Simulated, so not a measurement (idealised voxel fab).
process module | voxel released beams
cross-section cut | 160 nm wide | cells 5 nm
A cross-section is a grid of square cells, given in bands from the top down. A band is one or more rows of cells.
Each band's line starts with the height of the band's top and of its bottom, in nm. Then come its materials from left to right, each with its width in nm. One material with "throughout" fills the band from edge to edge. "air" is empty space.
Height 0 is the level under which the wafer as received is all one material. The lowest band goes on downwards, as in "0 down".
A width such as "30 to 40" changes by the same amount from each row of cells to the next, from the band's top row to its bottom row.
"no change" after a step means that no cell of the cross-section changed.
closed voids: empty space of 8 cells or more with no open way to the top, each as width x height at its distance from the left edge, in nm
after a step's settings: what the simulator itself notes on the step
overlay nm, on a step with a mask: how far to the right of its planned place the mask lay; to the left if negative
plan
1 op RECEIVE | material Si
2 op CONFORMAL_DEP | material SiN | thk nm 5
3 op DIRECTIONAL_DEP | material SiO2 | thk nm 10
4 op DIRECTIONAL_DEP | material aC | thk nm 10
5 op PATTERN | tone open | mask id ANCHOR | material resist | width nm 30 | thk nm 30 | overlay nm 0
6 op DIRECTIONAL_ETCH | etch materials aC | depth nm 10
7 op STRIP | etch materials resist
8 op DIRECTIONAL_ETCH | etch materials SiO2 | depth nm 10
9 op STRIP | etch materials aC
10 op CONFORMAL_DEP | material polySi | thk nm 10
11 op PATTERN | tone cover | mask id BEAM | material resist | width nm 105 | thk nm 15 | overlay nm 0
12 op DIRECTIONAL_ETCH | etch materials polySi | depth nm 10
13 op STRIP | etch materials resist
14 op STRIP | etch materials SiO2
as received, after step 1
  0 down: Si throughout
  closed voids: none
a wafer at the end: this start, this plan, one mistake
  20 to 10: air 25 to 30 | polySi 10 to 5 | air 20 | polySi 75 to 5 | air 30 to 100
  10 to 5: air 30 | polySi 30 | air 100
  5 to 0: SiN throughout
  0 down: Si throughout
  closed voids: none
what went wrong: step 10 ran as: op CONFORMAL_DEP | material polySi | thk nm 5
